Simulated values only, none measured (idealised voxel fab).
Process module under the name voxel ribs on slabs
Pictured: cross-section cut, 235 nm wide, on a grid of 5 nm square cells.
Cross-section format: a grid of square cells, given as bands from top to bottom; each band is one or more rows of cells.
Per band: top height and bottom height in nm, followed by the left-to-right materials and their widths in nm; "throughout" marks a single material spanning edge to edge, "air" marks empty space.
Beneath 0, the wafer as received is one material, and that level is where height counting begins. The lowest band goes on downward without a bottom; it is written like "0..down".
Width: "30->40" (first number = top row, second number = bottom row, same change from row to row of cells).
"no change" means the step left every cell of the cross-section as it was.
So "Closed internal voids" is basically the list of trapped voids: any empty space of 8 cells or more that can't reach the top through an opening. They're written width x height at distance, the distance being from the left edge, and it's all nm.
What comes after the settings on a step's line is commentary from the simulator itself on that step.
overlay nm: right-of-plan distance of the mask on a masked step; negative values mean left-of-plan.

## Intended process steps
1,RECEIVE,material Si
2,DIRECTIONAL_DEP,material SiO2,thk nm 20
3,DIRECTIONAL_DEP,material SiN,thk nm 25
4,DIRECTIONAL_DEP,material aC,thk nm 15
5,PATTERN,tone cover,mask id RIB,material resist,width nm 30,thk nm 35,overlay nm 0
6,DIRECTIONAL_ETCH,etch materials aC,depth nm 15
7,STRIP,etch materials resist
8,DIRECTIONAL_ETCH,etch materials SiN,depth nm 5
9,STRIP,etch materials aC
10,MASKED_ETCH,tone cover,mask id SLAB,width nm 60,etch materials SiN,depth nm 20,overlay nm 0
11,FILL_DEP,material SiO2,thk nm 15
12,CMP,height nm 55
13,DIRECTIONAL_DEP,material TiN,thk nm 5
14,PATTERN,tone cover,mask id HEATER,material resist,width nm 40,thk nm 20,overlay nm 0
15,DIRECTIONAL_ETCH,etch materials TiN,depth nm 5
16,STRIP,etch materials resist
17,CONFORMAL_DEP,material SiN,thk nm 5

## So, the first of our two wafers, run just as we planned it

## As received (post step 1): cross-section
0..down: Si throughout
Closed internal voids: none

## Presented here is a cross-section of the wafer after step 2 has been performed
20..0: SiO2 throughout
No changes below 0.

## Presented here is a cross-section of the wafer after step 3 has been performed
45..20: SiN throughout
No changes below 20.

## Presented here is a cross-section of the wafer after step 4 has been performed
60..45: aC throughout
No changes below 45.

## Presented here is a cross-section of the wafer after step 5 has been performed
95..60: air: 100; resist: 30; air: 105
No changes below 60.

## Presented here is a cross-section of the wafer after step 6 has been performed
80..60: air: 100; resist: 30; air: 105
60..45: air: 100; aC: 30; air: 105
No changes below 45.

## Presented here is a cross-section of the wafer after step 7 has been performed
60..45: air: 100; aC: 30; air: 105
No changes below 45.

## Presented here is a cross-section of the wafer after step 8 has been performed
60..45: air: 100; aC: 30; air: 105
45..40: air: 100; SiN: 30; air: 105
No changes below 40.

## Presented here is a cross-section of the wafer after step 9 has been performed
45..40: air: 100; SiN: 30; air: 105
No changes below 40.

## Presented here is a cross-section of the wafer after step 10 has been performed
45..40: air: 100; SiN: 30; air: 105
40..20: air: 85; SiN: 60; air: 90
No changes below 20.

## Presented here is a cross-section of the wafer after step 11 has been performed
60..45: SiO2 throughout
45..40: SiO2: 100; SiN: 30; SiO2: 105
40..20: SiO2: 85; SiN: 60; SiO2: 90
No changes below 20.

## Presented here is a cross-section of the wafer after step 12 has been performed
55..45: SiO2 throughout
No changes below 45.

## Presented here is a cross-section of the wafer after step 13 has been performed
60..55: TiN throughout
No changes below 55.

## Presented here is a cross-section of the wafer after step 14 has been performed
80..60: air: 95; resist: 40; air: 100
No changes below 60.

## Presented here is a cross-section of the wafer after step 15 has been performed
80..60: air: 95; resist: 40; air: 100
60..55: air: 95; TiN: 40; air: 100
No changes below 55.

## Presented here is a cross-section of the wafer after step 16 has been performed
60..55: air: 95; TiN: 40; air: 100
No changes below 55.

## Presented here is a cross-section of the wafer after step 17 has been performed
65..60: air: 90; SiN: 50; air: 95
60..55: SiN: 95; TiN: 40; SiN: 100
No changes below 55.

## What follows concerns the second wafer, which started out like the first and was meant to follow the very same plan; one mistake crept in when it was run, but everything up to and including step 13 is the same as for the first wafer

## Look at the second wafer in cross-section at the time step 14 ought to have finished
80..60: air: 90; resist: 40; air: 105
No changes below 60.

## Look at the second wafer in cross-section at the time step 15 ought to have finished
80..60: air: 90; resist: 40; air: 105
60..55: air: 90; TiN: 40; air: 105
No changes below 55.

## Look at the second wafer in cross-section at the time step 16 ought to have finished
60..55: air: 90; TiN: 40; air: 105
No changes below 55.

## Look at the second wafer in cross-section at the time step 17 ought to have finished
65..60: air: 85; SiN: 50; air: 100
60..55: SiN: 90; TiN: 40; SiN: 105
No changes below 55.
Here's what went sideways: note that step 14 departed from the planned setting and was carried out as PATTERN,tone cover,mask id HEATER,material resist,width nm 40,thk nm 20,overlay nm -5
Final state: per-material cell counts identical on both wafers; locations differ.
